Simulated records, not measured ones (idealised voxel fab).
Process module in this document: voxel air gaps
Cross-sectional view cut (width: 150 nm; square cell size: 5 nm).
Think of the cross-section as a grid of square cells. We describe it in bands, top to bottom, and each band covers one or more rows of those cells. Basically the band line says how high the top is and how high the bottom is, in nm, and then what's in it from left to right, every material with its width in nm. Empty space shows up as "empty", and if a single material carries "full width" it runs the full band edge to edge. We count height from 0. Below that, the starting wafer is all one material. The lowest band never ends at the bottom but goes on down; see "0 nm and below" for how that is written. Width spec "30..40" -> top row of cells at first value, bottom row at second value, equal per-row change in between. Where the words "all unchanged" appear for a step, the cross-section shows no cell changed by that step; every cell remained as before. "Voids, sealed" - sealed voids, min. 8 cells, no opening to top; format: width x height at distance (distance from left edge; nm throughout). Note: text after step settings on the step line = simulator remark on that step. If you see "overlay nm" on a step's line and that step has a mask, it's telling you how far right of where it was planned the mask ended up; a negative number means it went left instead.

List of planned process steps:
step 1: RECEIVE: material Si
step 2: CONFORMAL_DEP: material SiO2, thk nm 15
step 3: CONFORMAL_DEP: material SiN, thk nm 5
step 4: DIRECTIONAL_DEP: material SiO2, thk nm 35
step 5: MASKED_ETCH: tone open, mask id LINES, width nm 20, pitch nm 45, etch materials SiO2, depth nm 35, overlay nm 0
step 6: CONFORMAL_DEP: material TiN, thk nm 5
step 7: FILL_DEP: material Ru, thk nm 5
step 8: CMP: height nm 45
step 9: EPI: material Ru, thk nm 10
step 10: SELECTIVE_ETCH: etch materials SiO2, depth nm 45
step 11: CONFORMAL_DEP: material SiN, thk nm 5
The plan shows the height nm of step 8 as the first wafer had it; this setting differs between the wafers, which start out alike.

First of several wafers (as received, post step 1), cross-sectional view:
  0 nm and below = Si full width
  Voids, sealed: none

Quick look at the cross-section of the first of several wafers after step 11, which wraps up the module:
  60 nm to 55 nm = empty (5) | SiN (140) | empty (5)
  55 nm to 45 nm = empty (5) | SiN (5) | Ru (40) | SiN (5) | Ru (40) | SiN (5) | Ru (40) | SiN (5) | empty (5)
  45 nm to 40 nm = empty (5) | SiN (15) | TiN (5) | Ru (10) | TiN (5) | SiN (25) | TiN (5) | Ru (10) | TiN (5) | SiN (25) | TiN (5) | Ru (10) | TiN (5) | SiN (15) | empty (5)
  40 nm to 25 nm = empty (15) | SiN (5) | TiN (5) | Ru (10) | TiN (5) | SiN (5) | empty (15) | SiN (5) | TiN (5) | Ru (10) | TiN (5) | SiN (5) | empty (15) | SiN (5) | TiN (5) | Ru (10) | TiN (5) | SiN (5) | empty (15)
  25 nm to 20 nm = SiN (20) | TiN (20) | SiN (25) | TiN (20) | SiN (25) | TiN (20) | SiN (20)
  20 nm to 15 nm = SiN full width
  15 nm to 0 nm = SiO2 full width
  0 nm and below = Si full width
  Voids, sealed: 15 x 15 at 45; 15 x 15 at 90

Last wafer x-sec, end of module:
  80 nm to 75 nm = SiN full width
  75 nm to 60 nm = Ru full width
  60 nm to 55 nm = TiN (25) | Ru (10) | TiN (35) | Ru (10) | TiN (35) | Ru (10) | TiN (25)
  55 nm to 25 nm = SiO2 (20) | TiN (5) | Ru (10) | TiN (5) | SiO2 (25) | TiN (5) | Ru (10) | TiN (5) | SiO2 (25) | TiN (5) | Ru (10) | TiN (5) | SiO2 (20)
  25 nm to 20 nm = SiO2 (20) | TiN (20) | SiO2 (25) | TiN (20) | SiO2 (25) | TiN (20) | SiO2 (20)
  20 nm to 15 nm = SiN full width
  15 nm to 0 nm = SiO2 full width
  0 nm and below = Si full width
  Voids, sealed: none

Tabulated below, wafer by wafer, are the end-of-module results: for each material, the number of cells gained (+) or lost (-) relative to the as-received state, followed by the closed voids:
height nm 45; +72 Ru; +118 SiN; +90 SiO2; +36 TiN; Voids, sealed: 15 x 15 at 45; 15 x 15 at 90
height nm 50; +78 Ru; +124 SiN; +90 SiO2; +42 TiN; Voids, sealed: 15 x 20 at 45; 15 x 20 at 90
height nm 55; +84 Ru; +130 SiN; +90 SiO2; +48 TiN; Voids, sealed: 15 x 25 at 45; 15 x 25 at 90
height nm 60; +102 Ru; +60 SiN; +216 SiO2; +72 TiN; Voids, sealed: none
height nm 65; +132 Ru; +60 SiN; +216 SiO2; +72 TiN; Voids, sealed: none
